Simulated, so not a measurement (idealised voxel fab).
process module | voxel transistor to metal
cross-section cut | 190 nm wide | cells 5 nm
A cross-section is a grid of square cells, given in bands from the top down. A band is one or more rows of cells.
Each band's line starts with the height of the band's top and of its bottom, in nm. Then come its materials from left to right, each with its width in nm. One material with "throughout" fills the band from edge to edge. "air" is empty space.
Height 0 is the level under which the wafer as received is all one material. The lowest band goes on downwards, as in "0 down".
A width such as "30 to 40" changes by the same amount from each row of cells to the next, from the band's top row to its bottom row.
"no change" after a step means that no cell of the cross-section changed.
closed voids: empty space of 8 cells or more with no open way to the top, each as width x height at its distance from the left edge, in nm
after a step's settings: what the simulator itself notes on the step
overlay nm, on a step with a mask: how far to the right of its planned place the mask lay; to the left if negative
plan
1 op RECEIVE | material Si
2 op OXIDIZE | depth nm 5
3 op CONFORMAL_DEP | material SiN | thk nm 15
4 op MASKED_ETCH | tone cover | mask id ACTIVE | width nm 135 | etch materials SiN | depth nm 15 | overlay nm 0
5 op MASKED_ETCH | tone cover | mask id ACTIVE | width nm 135 | etch materials SiO2 | depth nm 5 | overlay nm 0
6 op MASKED_ETCH | tone cover | mask id ACTIVE | width nm 135 | etch materials Si | depth nm 20 | overlay nm 0
7 op FILL_DEP | material SiO2 | thk nm 10
8 op CMP | height nm 15
9 op SELECTIVE_ETCH | etch materials SiO2 | depth nm 5
10 op STRIP | etch materials SiN
11 op SELECTIVE_ETCH | etch materials SiO2 | depth nm 5
12 op OXIDIZE | depth nm 5
13 op DIRECTIONAL_DEP | material polySi | thk nm 30
14 op DIRECTIONAL_DEP | material SiCN | thk nm 10
15 op DIRECTIONAL_DEP | material aC | thk nm 15
16 op PATTERN | tone cover | mask id GATE | material resist | width nm 35 | thk nm 30 | overlay nm 0
17 op DIRECTIONAL_ETCH | etch materials aC | depth nm 15
18 op STRIP | etch materials resist
19 op DIRECTIONAL_ETCH | etch materials SiCN | depth nm 20
20 op DIRECTIONAL_ETCH | etch materials polySi | depth nm 40
21 op STRIP | etch materials aC
22 op CONFORMAL_DEP | material SiN | thk nm 5
23 op DIRECTIONAL_ETCH | etch materials SiN | depth nm 5
24 op DIRECTIONAL_ETCH | etch materials SiO2 | depth nm 5
25 op DIRECTIONAL_ETCH | etch materials Si | depth nm 5
26 op EPI | material nSi | thk nm 5
27 op FILL_DEP | material SiO2 | thk nm 10
28 op CMP | height nm 25
29 op STRIP | etch materials polySi
30 op SELECTIVE_ETCH | etch materials SiO2 | depth nm 5
31 op CONFORMAL_DEP | material HfO2 | thk nm 5
32 op CONFORMAL_DEP | material TiN | thk nm 5
33 op FILL_DEP | material W | thk nm 10
34 op CMP | height nm 20
35 op DIRECTIONAL_DEP | material SiO2 | thk nm 15
36 op MASKED_ETCH | tone open | mask id CONTACT | width nm 20 | pitch nm 95 | etch materials SiO2 | depth nm 45 | overlay nm 0
37 op CONFORMAL_DEP | material TiN | thk nm 5
38 op FILL_DEP | material W | thk nm 5
39 op CMP | height nm 35
40 op DIRECTIONAL_DEP | material TiN | thk nm 5
41 op DIRECTIONAL_DEP | material W | thk nm 20
42 op MASKED_ETCH | tone cover | mask id METAL_1 | width nm 20 | pitch nm 95 | etch materials W | depth nm 20 | overlay nm 0
43 op MASKED_ETCH | tone cover | mask id METAL_1 | width nm 20 | pitch nm 95 | etch materials TiN | depth nm 5 | overlay nm 0
44 op FILL_DEP | material lowk | thk nm 10
45 op CMP | height nm 60
46 op CONFORMAL_DEP | material SiCN | thk nm 5
first wafer, as planned
as received, after step 1
  0 down: Si throughout
  closed voids: none
after step 2
  0 to -5: SiO2 throughout
  below -5: unchanged
after step 3
  15 to 0: SiN throughout
  below 0: unchanged
after step 4
  15 to 0: air 25 | SiN 135 | air 30
  below 0: unchanged
after step 5
  15 to 0: air 25 | SiN 135 | air 30
  0 to -5: air 25 | SiO2 135 | air 30
  below -5: unchanged
after step 6
  15 to 0: air 25 | SiN 135 | air 30
  0 to -5: air 25 | SiO2 135 | air 30
  -5 to -25: air 25 | Si 135 | air 30
  below -25: unchanged
after step 7
  25 to 15: SiO2 throughout
  15 to 0: SiO2 25 | SiN 135 | SiO2 30
  0 to -5: SiO2 throughout
  -5 to -25: SiO2 25 | Si 135 | SiO2 30
  below -25: unchanged
after step 8
  15 to 0: SiO2 25 | SiN 135 | SiO2 30
  below 0: unchanged
after step 9
  15 to 10: air 25 | SiN 135 | air 30
  below 10: unchanged
after step 10
  10 to 0: SiO2 25 | air 135 | SiO2 30
  below 0: unchanged
after step 11
  5 to -5: SiO2 20 | air 145 | SiO2 25
  below -5: unchanged
after step 12
  5 to -5: SiO2 20 | air 145 | SiO2 25
  -5 to -10: SiO2 throughout
  below -10: unchanged
after step 13
  35 to 25: polySi 20 | air 145 | polySi 25
  25 to 5: polySi throughout
  5 to -5: SiO2 20 | polySi 145 | SiO2 25
  below -5: unchanged
after step 14
  45 to 35: SiCN 20 | air 145 | SiCN 25
  35 to 25: polySi 20 | SiCN 145 | polySi 25
  below 25: unchanged
after step 15
  60 to 50: aC 20 | air 145 | aC 25
  50 to 45: aC throughout
  45 to 35: SiCN 20 | aC 145 | SiCN 25
  below 35: unchanged
after step 16
  90 to 60: air 75 | resist 35 | air 80
  60 to 50: aC 20 | air 55 | resist 35 | air 55 | aC 25
  below 50: unchanged
after step 17
  75 to 50: air 75 | resist 35 | air 80
  50 to 45: air 75 | aC 35 | air 80
  45 to 35: SiCN 20 | air 55 | aC 35 | air 55 | SiCN 25
  below 35: unchanged
after step 18
  50 to 45: air 75 | aC 35 | air 80
  below 45: unchanged
after step 19
  50 to 35: air 75 | aC 35 | air 80
  35 to 25: polySi 20 | air 55 | SiCN 35 | air 55 | polySi 25
  below 25: unchanged
after step 20
  50 to 35: air 75 | aC 35 | air 80
  35 to 25: air 75 | SiCN 35 | air 80
  25 to 5: air 75 | polySi 35 | air 80
  5 to -5: SiO2 20 | air 55 | polySi 35 | air 55 | SiO2 25
  below -5: unchanged
after step 21
  35 to 25: air 75 | SiCN 35 | air 80
  below 25: unchanged
after step 22
  40 to 35: air 70 | SiN 45 | air 75
  35 to 25: air 70 | SiN 5 | SiCN 35 | SiN 5 | air 75
  25 to 10: air 70 | SiN 5 | polySi 35 | SiN 5 | air 75
  10 to 5: SiN 25 | air 45 | SiN 5 | polySi 35 | SiN 5 | air 45 | SiN 30
  5 to 0: SiO2 20 | SiN 5 | air 45 | SiN 5 | polySi 35 | SiN 5 | air 45 | SiN 5 | SiO2 25
  0 to -5: SiO2 20 | SiN 55 | polySi 35 | SiN 55 | SiO2 25
  below -5: unchanged
after step 23
  35 to 25: air 70 | SiN 5 | SiCN 35 | SiN 5 | air 75
  25 to 5: air 70 | SiN 5 | polySi 35 | SiN 5 | air 75
  5 to -5: SiO2 20 | SiN 5 | air 45 | SiN 5 | polySi 35 | SiN 5 | air 45 | SiN 5 | SiO2 25
  below -5: unchanged
after step 24
  35 to 25: air 70 | SiN 5 | SiCN 35 | SiN 5 | air 75
  25 to 5: air 70 | SiN 5 | polySi 35 | SiN 5 | air 75
  5 to 0: air 20 | SiN 5 | air 45 | SiN 5 | polySi 35 | SiN 5 | air 45 | SiN 5 | air 25
  0 to -5: SiO2 20 | SiN 5 | air 45 | SiN 5 | polySi 35 | SiN 5 | air 45 | SiN 5 | SiO2 25
  -5 to -10: SiO2 25 | air 45 | SiO2 45 | air 45 | SiO2 30
  below -10: unchanged
after step 25
  35 to 25: air 70 | SiN 5 | SiCN 35 | SiN 5 | air 75
  25 to 5: air 70 | SiN 5 | polySi 35 | SiN 5 | air 75
  5 to 0: air 20 | SiN 5 | air 45 | SiN 5 | polySi 35 | SiN 5 | air 45 | SiN 5 | air 25
  0 to -5: SiO2 20 | SiN 5 | air 45 | SiN 5 | polySi 35 | SiN 5 | air 45 | SiN 5 | SiO2 25
  -5 to -10: SiO2 25 | air 45 | SiO2 45 | air 45 | SiO2 30
  -10 to -15: SiO2 25 | air 45 | Si 45 | air 45 | SiO2 30
  below -15: unchanged
after step 26
  35 to 25: air 70 | SiN 5 | SiCN 35 | SiN 5 | air 75
  25 to 5: air 70 | SiN 5 | polySi 35 | SiN 5 | air 75
  5 to 0: air 20 | SiN 5 | air 45 | SiN 5 | polySi 35 | SiN 5 | air 45 | SiN 5 | air 25
  0 to -5: SiO2 20 | SiN 5 | air 45 | SiN 5 | polySi 35 | SiN 5 | air 45 | SiN 5 | SiO2 25
  -5 to -10: SiO2 25 | air 40 | nSi 5 | SiO2 45 | nSi 5 | air 40 | SiO2 30
  -10 to -15: SiO2 25 | nSi 45 | Si 45 | nSi 45 | SiO2 30
  below -15: unchanged
after step 27
  45 to 35: SiO2 throughout
  35 to 25: SiO2 70 | SiN 5 | SiCN 35 | SiN 5 | SiO2 75
  25 to 5: SiO2 70 | SiN 5 | polySi 35 | SiN 5 | SiO2 75
  5 to -5: SiO2 20 | SiN 5 | SiO2 45 | SiN 5 | polySi 35 | SiN 5 | SiO2 45 | SiN 5 | SiO2 25
  -5 to -10: SiO2 65 | nSi 5 | SiO2 45 | nSi 5 | SiO2 70
  below -10: unchanged
after step 28
  25 to 5: SiO2 70 | SiN 5 | polySi 35 | SiN 5 | SiO2 75
  below 5: unchanged
after step 29
  25 to 5: SiO2 70 | SiN 5 | air 35 | SiN 5 | SiO2 75
  5 to -5: SiO2 20 | SiN 5 | SiO2 45 | SiN 5 | air 35 | SiN 5 | SiO2 45 | SiN 5 | SiO2 25
  below -5: unchanged
after step 30
  25 to 20: air 70 | SiN 5 | air 35 | SiN 5 | air 75
  20 to 5: SiO2 70 | SiN 5 | air 35 | SiN 5 | SiO2 75
  5 to -5: SiO2 20 | SiN 5 | SiO2 45 | SiN 5 | air 35 | SiN 5 | SiO2 45 | SiN 5 | SiO2 25
  -5 to -10: SiO2 65 | nSi 5 | air 45 | nSi 5 | SiO2 70
  below -10: unchanged
after step 31
  30 to 25: air 65 | HfO2 15 | air 25 | HfO2 15 | air 70
  25 to 20: HfO2 70 | SiN 5 | HfO2 5 | air 25 | HfO2 5 | SiN 5 | HfO2 75
  20 to 5: SiO2 70 | SiN 5 | HfO2 5 | air 25 | HfO2 5 | SiN 5 | SiO2 75
  5 to -5: SiO2 20 | SiN 5 | SiO2 45 | SiN 5 | HfO2 5 | air 25 | HfO2 5 | SiN 5 | SiO2 45 | SiN 5 | SiO2 25
  -5 to -10: SiO2 65 | nSi 5 | HfO2 45 | nSi 5 | SiO2 70
  below -10: unchanged
after step 32
  35 to 30: air 60 | TiN 25 | air 15 | TiN 25 | air 65
  30 to 25: TiN 65 | HfO2 15 | TiN 5 | air 15 | TiN 5 | HfO2 15 | TiN 70
  25 to 20: HfO2 70 | SiN 5 | HfO2 5 | TiN 5 | air 15 | TiN 5 | HfO2 5 | SiN 5 | HfO2 75
  20 to 5: SiO2 70 | SiN 5 | HfO2 5 | TiN 5 | air 15 | TiN 5 | HfO2 5 | SiN 5 | SiO2 75
  5 to 0: SiO2 20 | SiN 5 | SiO2 45 | SiN 5 | HfO2 5 | TiN 5 | air 15 | TiN 5 | HfO2 5 | SiN 5 | SiO2 45 | SiN 5 | SiO2 25
  0 to -5: SiO2 20 | SiN 5 | SiO2 45 | SiN 5 | HfO2 5 | TiN 25 | HfO2 5 | SiN 5 | SiO2 45 | SiN 5 | SiO2 25
  below -5: unchanged
after step 33
  45 to 35: W throughout
  35 to 30: W 60 | TiN 25 | W 15 | TiN 25 | W 65
  30 to 25: TiN 65 | HfO2 15 | TiN 5 | W 15 | TiN 5 | HfO2 15 | TiN 70
  25 to 20: HfO2 70 | SiN 5 | HfO2 5 | TiN 5 | W 15 | TiN 5 | HfO2 5 | SiN 5 | HfO2 75
  20 to 5: SiO2 70 | SiN 5 | HfO2 5 | TiN 5 | W 15 | TiN 5 | HfO2 5 | SiN 5 | SiO2 75
  5 to 0: SiO2 20 | SiN 5 | SiO2 45 | SiN 5 | HfO2 5 | TiN 5 | W 15 | TiN 5 | HfO2 5 | SiN 5 | SiO2 45 | SiN 5 | SiO2 25
  below 0: unchanged
after step 34
  20 to 5: SiO2 70 | SiN 5 | HfO2 5 | TiN 5 | W 15 | TiN 5 | HfO2 5 | SiN 5 | SiO2 75
  below 5: unchanged
after step 35
  35 to 20: SiO2 throughout
  below 20: unchanged
after step 36
  35 to 20: SiO2 35 | air 20 | SiO2 75 | air 20 | SiO2 40
  20 to 5: SiO2 35 | air 20 | SiO2 15 | SiN 5 | HfO2 5 | TiN 5 | W 15 | TiN 5 | HfO2 5 | SiN 5 | SiO2 15 | air 20 | SiO2 40
  5 to 0: SiO2 20 | SiN 5 | SiO2 10 | air 20 | SiO2 15 | SiN 5 | HfO2 5 | TiN 5 | W 15 | TiN 5 | HfO2 5 | SiN 5 | SiO2 15 | air 20 | SiO2 10 | SiN 5 | SiO2 25
  0 to -5: SiO2 20 | SiN 5 | SiO2 10 | air 20 | SiO2 15 | SiN 5 | HfO2 5 | TiN 25 | HfO2 5 | SiN 5 | SiO2 15 | air 20 | SiO2 10 | SiN 5 | SiO2 25
  -5 to -10: SiO2 35 | air 20 | SiO2 10 | nSi 5 | HfO2 45 | nSi 5 | SiO2 10 | air 20 | SiO2 40
  below -10: unchanged
after step 37
  40 to 35: TiN 40 | air 10 | TiN 85 | air 10 | TiN 45
  35 to 20: SiO2 35 | TiN 5 | air 10 | TiN 5 | SiO2 75 | TiN 5 | air 10 | TiN 5 | SiO2 40
  20 to 5: SiO2 35 | TiN 5 | air 10 | TiN 5 | SiO2 15 | SiN 5 | HfO2 5 | TiN 5 | W 15 | TiN 5 | HfO2 5 | SiN 5 | SiO2 15 | TiN 5 | air 10 | TiN 5 | SiO2 40
  5 to 0: SiO2 20 | SiN 5 | SiO2 10 | TiN 5 | air 10 | TiN 5 | SiO2 15 | SiN 5 | HfO2 5 | TiN 5 | W 15 | TiN 5 | HfO2 5 | SiN 5 | SiO2 15 | TiN 5 | air 10 | TiN 5 | SiO2 10 | SiN 5 | SiO2 25
  0 to -5: SiO2 20 | SiN 5 | SiO2 10 | TiN 5 | air 10 | TiN 5 | SiO2 15 | SiN 5 | HfO2 5 | TiN 25 | HfO2 5 | SiN 5 | SiO2 15 | TiN 5 | air 10 | TiN 5 | SiO2 10 | SiN 5 | SiO2 25
  -5 to -10: SiO2 35 | TiN 20 | SiO2 10 | nSi 5 | HfO2 45 | nSi 5 | SiO2 10 | TiN 20 | SiO2 40
  below -10: unchanged
after step 38
  45 to 40: W throughout
  40 to 35: TiN 40 | W 10 | TiN 85 | W 10 | TiN 45
  35 to 20: SiO2 35 | TiN 5 | W 10 | TiN 5 | SiO2 75 | TiN 5 | W 10 | TiN 5 | SiO2 40
  20 to 5: SiO2 35 | TiN 5 | W 10 | TiN 5 | SiO2 15 | SiN 5 | HfO2 5 | TiN 5 | W 15 | TiN 5 | HfO2 5 | SiN 5 | SiO2 15 | TiN 5 | W 10 | TiN 5 | SiO2 40
  5 to 0: SiO2 20 | SiN 5 | SiO2 10 | TiN 5 | W 10 | TiN 5 | SiO2 15 | SiN 5 | HfO2 5 | TiN 5 | W 15 | TiN 5 | HfO2 5 | SiN 5 | SiO2 15 | TiN 5 | W 10 | TiN 5 | SiO2 10 | SiN 5 | SiO2 25
  0 to -5: SiO2 20 | SiN 5 | SiO2 10 | TiN 5 | W 10 | TiN 5 | SiO2 15 | SiN 5 | HfO2 5 | TiN 25 | HfO2 5 | SiN 5 | SiO2 15 | TiN 5 | W 10 | TiN 5 | SiO2 10 | SiN 5 | SiO2 25
  below -5: unchanged
after step 39
  35 to 20: SiO2 35 | TiN 5 | W 10 | TiN 5 | SiO2 75 | TiN 5 | W 10 | TiN 5 | SiO2 40
  below 20: unchanged
after step 40
  40 to 35: TiN throughout
  below 35: unchanged
after step 41
  60 to 40: W throughout
  below 40: unchanged
after step 42
  60 to 40: air 35 | W 20 | air 75 | W 20 | air 40
  below 40: unchanged
after step 43
  60 to 40: air 35 | W 20 | air 75 | W 20 | air 40
  40 to 35: air 35 | TiN 20 | air 75 | TiN 20 | air 40
  below 35: unchanged
after step 44
  70 to 60: lowk throughout
  60 to 40: lowk 35 | W 20 | lowk 75 | W 20 | lowk 40
  40 to 35: lowk 35 | TiN 20 | lowk 75 | TiN 20 | lowk 40
  below 35: unchanged
after step 45
  60 to 40: lowk 35 | W 20 | lowk 75 | W 20 | lowk 40
  below 40: unchanged
after step 46
  65 to 60: SiCN throughout
  below 60: unchanged
second wafer: like start, like plan, one mistake. Through step 3 it matches the first wafer
when step 4 should have ended
  15 to 0: air 30 | SiN 130 | air 30
  below 0: unchanged
when step 5 should have ended
  15 to 0: air 30 | SiN 130 | air 30
  0 to -5: air 25 | SiO2 135 | air 30
  below -5: unchanged
when step 6 should have ended
  15 to 0: air 30 | SiN 130 | air 30
  0 to -5: air 25 | SiO2 135 | air 30
  -5 to -25: air 25 | Si 135 | air 30
  below -25: unchanged
when step 7 should have ended
  25 to 15: SiO2 throughout
  15 to 0: SiO2 30 | SiN 130 | SiO2 30
  0 to -5: SiO2 throughout
  -5 to -25: SiO2 25 | Si 135 | SiO2 30
  below -25: unchanged
when step 8 should have ended
  15 to 0: SiO2 30 | SiN 130 | SiO2 30
  below 0: unchanged
when step 9 should have ended
  15 to 10: air 30 | SiN 130 | air 30
  below 10: unchanged
when step 10 should have ended
  10 to 0: SiO2 30 | air 130 | SiO2 30
  below 0: unchanged
when step 11 should have ended
  5 to -5: SiO2 25 | air 140 | SiO2 25
  below -5: unchanged
when step 12 should have ended
  5 to -5: SiO2 25 | air 140 | SiO2 25
  -5 to -10: SiO2 throughout
  below -10: unchanged
when step 13 should have ended
  35 to 25: polySi 25 | air 140 | polySi 25
  25 to 5: polySi throughout
  5 to -5: SiO2 25 | polySi 140 | SiO2 25
  below -5: unchanged
when step 14 should have ended
  45 to 35: SiCN 25 | air 140 | SiCN 25
  35 to 25: polySi 25 | SiCN 140 | polySi 25
  below 25: unchanged
when step 15 should have ended
  60 to 50: aC 25 | air 140 | aC 25
  50 to 45: aC throughout
  45 to 35: SiCN 25 | aC 140 | SiCN 25
  below 35: unchanged
when step 16 should have ended
  90 to 60: air 75 | resist 35 | air 80
  60 to 50: aC 25 | air 50 | resist 35 | air 55 | aC 25
  below 50: unchanged
when step 17 should have ended
  75 to 50: air 75 | resist 35 | air 80
  50 to 45: air 75 | aC 35 | air 80
  45 to 35: SiCN 25 | air 50 | aC 35 | air 55 | SiCN 25
  below 35: unchanged
when step 18 should have ended
  50 to 45: air 75 | aC 35 | air 80
  below 45: unchanged
when step 19 should have ended
  50 to 35: air 75 | aC 35 | air 80
  35 to 25: polySi 25 | air 50 | SiCN 35 | air 55 | polySi 25
  below 25: unchanged
when step 20 should have ended
  50 to 35: air 75 | aC 35 | air 80
  35 to 25: air 75 | SiCN 35 | air 80
  25 to 5: air 75 | polySi 35 | air 80
  5 to -5: SiO2 25 | air 50 | polySi 35 | air 55 | SiO2 25
  below -5: unchanged
when step 21 should have ended
  35 to 25: air 75 | SiCN 35 | air 80
  below 25: unchanged
when step 22 should have ended
  40 to 35: air 70 | SiN 45 | air 75
  35 to 25: air 70 | SiN 5 | SiCN 35 | SiN 5 | air 75
  25 to 10: air 70 | SiN 5 | polySi 35 | SiN 5 | air 75
  10 to 5: SiN 30 | air 40 | SiN 5 | polySi 35 | SiN 5 | air 45 | SiN 30
  5 to 0: SiO2 25 | SiN 5 | air 40 | SiN 5 | polySi 35 | SiN 5 | air 45 | SiN 5 | SiO2 25
  0 to -5: SiO2 25 | SiN 50 | polySi 35 | SiN 55 | SiO2 25
  below -5: unchanged
when step 23 should have ended
  35 to 25: air 70 | SiN 5 | SiCN 35 | SiN 5 | air 75
  25 to 5: air 70 | SiN 5 | polySi 35 | SiN 5 | air 75
  5 to -5: SiO2 25 | SiN 5 | air 40 | SiN 5 | polySi 35 | SiN 5 | air 45 | SiN 5 | SiO2 25
  below -5: unchanged
when step 24 should have ended
  35 to 25: air 70 | SiN 5 | SiCN 35 | SiN 5 | air 75
  25 to 5: air 70 | SiN 5 | polySi 35 | SiN 5 | air 75
  5 to 0: air 25 | SiN 5 | air 40 | SiN 5 | polySi 35 | SiN 5 | air 45 | SiN 5 | air 25
  0 to -5: SiO2 25 | SiN 5 | air 40 | SiN 5 | polySi 35 | SiN 5 | air 45 | SiN 5 | SiO2 25
  -5 to -10: SiO2 30 | air 40 | SiO2 45 | air 45 | SiO2 30
  below -10: unchanged
when step 25 should have ended
  35 to 25: air 70 | SiN 5 | SiCN 35 | SiN 5 | air 75
  25 to 5: air 70 | SiN 5 | polySi 35 | SiN 5 | air 75
  5 to 0: air 25 | SiN 5 | air 40 | SiN 5 | polySi 35 | SiN 5 | air 45 | SiN 5 | air 25
  0 to -5: SiO2 25 | SiN 5 | air 40 | SiN 5 | polySi 35 | SiN 5 | air 45 | SiN 5 | SiO2 25
  -5 to -10: SiO2 30 | air 40 | SiO2 45 | air 45 | SiO2 30
  -10 to -15: SiO2 25 | Si 5 | air 40 | Si 45 | air 45 | SiO2 30
  below -15: unchanged
when step 26 should have ended
  35 to 25: air 70 | SiN 5 | SiCN 35 | SiN 5 | air 75
  25 to 5: air 70 | SiN 5 | polySi 35 | SiN 5 | air 75
  5 to 0: air 25 | SiN 5 | air 40 | SiN 5 | polySi 35 | SiN 5 | air 45 | SiN 5 | air 25
  0 to -5: SiO2 25 | SiN 5 | air 40 | SiN 5 | polySi 35 | SiN 5 | air 45 | SiN 5 | SiO2 25
  -5 to -10: SiO2 30 | nSi 5 | air 30 | nSi 5 | SiO2 45 | nSi 5 | air 40 | SiO2 30
  -10 to -15: SiO2 25 | Si 5 | nSi 40 | Si 45 | nSi 45 | SiO2 30
  below -15: unchanged
when step 27 should have ended
  45 to 35: SiO2 throughout
  35 to 25: SiO2 70 | SiN 5 | SiCN 35 | SiN 5 | SiO2 75
  25 to 5: SiO2 70 | SiN 5 | polySi 35 | SiN 5 | SiO2 75
  5 to -5: SiO2 25 | SiN 5 | SiO2 40 | SiN 5 | polySi 35 | SiN 5 | SiO2 45 | SiN 5 | SiO2 25
  -5 to -10: SiO2 30 | nSi 5 | SiO2 30 | nSi 5 | SiO2 45 | nSi 5 | SiO2 70
  below -10: unchanged
when step 28 should have ended
  25 to 5: SiO2 70 | SiN 5 | polySi 35 | SiN 5 | SiO2 75
  below 5: unchanged
when step 29 should have ended
  25 to 5: SiO2 70 | SiN 5 | air 35 | SiN 5 | SiO2 75
  5 to -5: SiO2 25 | SiN 5 | SiO2 40 | SiN 5 | air 35 | SiN 5 | SiO2 45 | SiN 5 | SiO2 25
  below -5: unchanged
when step 30 should have ended
  25 to 20: air 70 | SiN 5 | air 35 | SiN 5 | air 75
  20 to 5: SiO2 70 | SiN 5 | air 35 | SiN 5 | SiO2 75
  5 to -5: SiO2 25 | SiN 5 | SiO2 40 | SiN 5 | air 35 | SiN 5 | SiO2 45 | SiN 5 | SiO2 25
  -5 to -10: SiO2 30 | nSi 5 | SiO2 30 | nSi 5 | air 45 | nSi 5 | SiO2 70
  below -10: unchanged
when step 31 should have ended
  30 to 25: air 65 | HfO2 15 | air 25 | HfO2 15 | air 70
  25 to 20: HfO2 70 | SiN 5 | HfO2 5 | air 25 | HfO2 5 | SiN 5 | HfO2 75
  20 to 5: SiO2 70 | SiN 5 | HfO2 5 | air 25 | HfO2 5 | SiN 5 | SiO2 75
  5 to -5: SiO2 25 | SiN 5 | SiO2 40 | SiN 5 | HfO2 5 | air 25 | HfO2 5 | SiN 5 | SiO2 45 | SiN 5 | SiO2 25
  -5 to -10: SiO2 30 | nSi 5 | SiO2 30 | nSi 5 | HfO2 45 | nSi 5 | SiO2 70
  below -10: unchanged
when step 32 should have ended
  35 to 30: air 60 | TiN 25 | air 15 | TiN 25 | air 65
  30 to 25: TiN 65 | HfO2 15 | TiN 5 | air 15 | TiN 5 | HfO2 15 | TiN 70
  25 to 20: HfO2 70 | SiN 5 | HfO2 5 | TiN 5 | air 15 | TiN 5 | HfO2 5 | SiN 5 | HfO2 75
  20 to 5: SiO2 70 | SiN 5 | HfO2 5 | TiN 5 | air 15 | TiN 5 | HfO2 5 | SiN 5 | SiO2 75
  5 to 0: SiO2 25 | SiN 5 | SiO2 40 | SiN 5 | HfO2 5 | TiN 5 | air 15 | TiN 5 | HfO2 5 | SiN 5 | SiO2 45 | SiN 5 | SiO2 25
  0 to -5: SiO2 25 | SiN 5 | SiO2 40 | SiN 5 | HfO2 5 | TiN 25 | HfO2 5 | SiN 5 | SiO2 45 | SiN 5 | SiO2 25
  below -5: unchanged
when step 33 should have ended
  45 to 35: W throughout
  35 to 30: W 60 | TiN 25 | W 15 | TiN 25 | W 65
  30 to 25: TiN 65 | HfO2 15 | TiN 5 | W 15 | TiN 5 | HfO2 15 | TiN 70
  25 to 20: HfO2 70 | SiN 5 | HfO2 5 | TiN 5 | W 15 | TiN 5 | HfO2 5 | SiN 5 | HfO2 75
  20 to 5: SiO2 70 | SiN 5 | HfO2 5 | TiN 5 | W 15 | TiN 5 | HfO2 5 | SiN 5 | SiO2 75
  5 to 0: SiO2 25 | SiN 5 | SiO2 40 | SiN 5 | HfO2 5 | TiN 5 | W 15 | TiN 5 | HfO2 5 | SiN 5 | SiO2 45 | SiN 5 | SiO2 25
  below 0: unchanged
when step 34 should have ended
  20 to 5: SiO2 70 | SiN 5 | HfO2 5 | TiN 5 | W 15 | TiN 5 | HfO2 5 | SiN 5 | SiO2 75
  below 5: unchanged
when step 35 should have ended
  35 to 20: SiO2 throughout
  below 20: unchanged
when step 36 should have ended
  35 to 20: SiO2 35 | air 20 | SiO2 75 | air 20 | SiO2 40
  20 to 5: SiO2 35 | air 20 | SiO2 15 | SiN 5 | HfO2 5 | TiN 5 | W 15 | TiN 5 | HfO2 5 | SiN 5 | SiO2 15 | air 20 | SiO2 40
  5 to 0: SiO2 25 | SiN 5 | SiO2 5 | air 20 | SiO2 15 | SiN 5 | HfO2 5 | TiN 5 | W 15 | TiN 5 | HfO2 5 | SiN 5 | SiO2 15 | air 20 | SiO2 10 | SiN 5 | SiO2 25
  0 to -5: SiO2 25 | SiN 5 | SiO2 5 | air 20 | SiO2 15 | SiN 5 | HfO2 5 | TiN 25 | HfO2 5 | SiN 5 | SiO2 15 | air 20 | SiO2 10 | SiN 5 | SiO2 25
  -5 to -10: SiO2 30 | nSi 5 | air 20 | SiO2 10 | nSi 5 | HfO2 45 | nSi 5 | SiO2 10 | air 20 | SiO2 40
  below -10: unchanged
when step 37 should have ended
  40 to 35: TiN 40 | air 10 | TiN 85 | air 10 | TiN 45
  35 to 20: SiO2 35 | TiN 5 | air 10 | TiN 5 | SiO2 75 | TiN 5 | air 10 | TiN 5 | SiO2 40
  20 to 5: SiO2 35 | TiN 5 | air 10 | TiN 5 | SiO2 15 | SiN 5 | HfO2 5 | TiN 5 | W 15 | TiN 5 | HfO2 5 | SiN 5 | SiO2 15 | TiN 5 | air 10 | TiN 5 | SiO2 40
  5 to 0: SiO2 25 | SiN 5 | SiO2 5 | TiN 5 | air 10 | TiN 5 | SiO2 15 | SiN 5 | HfO2 5 | TiN 5 | W 15 | TiN 5 | HfO2 5 | SiN 5 | SiO2 15 | TiN 5 | air 10 | TiN 5 | SiO2 10 | SiN 5 | SiO2 25
  0 to -5: SiO2 25 | SiN 5 | SiO2 5 | TiN 5 | air 10 | TiN 5 | SiO2 15 | SiN 5 | HfO2 5 | TiN 25 | HfO2 5 | SiN 5 | SiO2 15 | TiN 5 | air 10 | TiN 5 | SiO2 10 | SiN 5 | SiO2 25
  -5 to -10: SiO2 30 | nSi 5 | TiN 20 | SiO2 10 | nSi 5 | HfO2 45 | nSi 5 | SiO2 10 | TiN 20 | SiO2 40
  below -10: unchanged
when step 38 should have ended
  45 to 40: W throughout
  40 to 35: TiN 40 | W 10 | TiN 85 | W 10 | TiN 45
  35 to 20: SiO2 35 | TiN 5 | W 10 | TiN 5 | SiO2 75 | TiN 5 | W 10 | TiN 5 | SiO2 40
  20 to 5: SiO2 35 | TiN 5 | W 10 | TiN 5 | SiO2 15 | SiN 5 | HfO2 5 | TiN 5 | W 15 | TiN 5 | HfO2 5 | SiN 5 | SiO2 15 | TiN 5 | W 10 | TiN 5 | SiO2 40
  5 to 0: SiO2 25 | SiN 5 | SiO2 5 | TiN 5 | W 10 | TiN 5 | SiO2 15 | SiN 5 | HfO2 5 | TiN 5 | W 15 | TiN 5 | HfO2 5 | SiN 5 | SiO2 15 | TiN 5 | W 10 | TiN 5 | SiO2 10 | SiN 5 | SiO2 25
  0 to -5: SiO2 25 | SiN 5 | SiO2 5 | TiN 5 | W 10 | TiN 5 | SiO2 15 | SiN 5 | HfO2 5 | TiN 25 | HfO2 5 | SiN 5 | SiO2 15 | TiN 5 | W 10 | TiN 5 | SiO2 10 | SiN 5 | SiO2 25
  below -5: unchanged
when step 39 should have ended
  35 to 20: SiO2 35 | TiN 5 | W 10 | TiN 5 | SiO2 75 | TiN 5 | W 10 | TiN 5 | SiO2 40
  below 20: unchanged
when step 40 should have ended
  40 to 35: TiN throughout
  below 35: unchanged
when step 41 should have ended
  60 to 40: W throughout
  below 40: unchanged
when step 42 should have ended
  60 to 40: air 35 | W 20 | air 75 | W 20 | air 40
  below 40: unchanged
when step 43 should have ended
  60 to 40: air 35 | W 20 | air 75 | W 20 | air 40
  40 to 35: air 35 | TiN 20 | air 75 | TiN 20 | air 40
  below 35: unchanged
when step 44 should have ended
  70 to 60: lowk throughout
  60 to 40: lowk 35 | W 20 | lowk 75 | W 20 | lowk 40
  40 to 35: lowk 35 | TiN 20 | lowk 75 | TiN 20 | lowk 40
  below 35: unchanged
when step 45 should have ended
  60 to 40: lowk 35 | W 20 | lowk 75 | W 20 | lowk 40
  below 40: unchanged
when step 46 should have ended
  65 to 60: SiCN throughout
  below 60: unchanged
what went wrong: step 4 ran as: op MASKED_ETCH | tone cover | mask id ACTIVE | width nm 130 | etch materials SiN | depth nm 15 | overlay nm 0
at the end the second wafer has, in cells: 1 more of Si | 1 fewer of SiO2
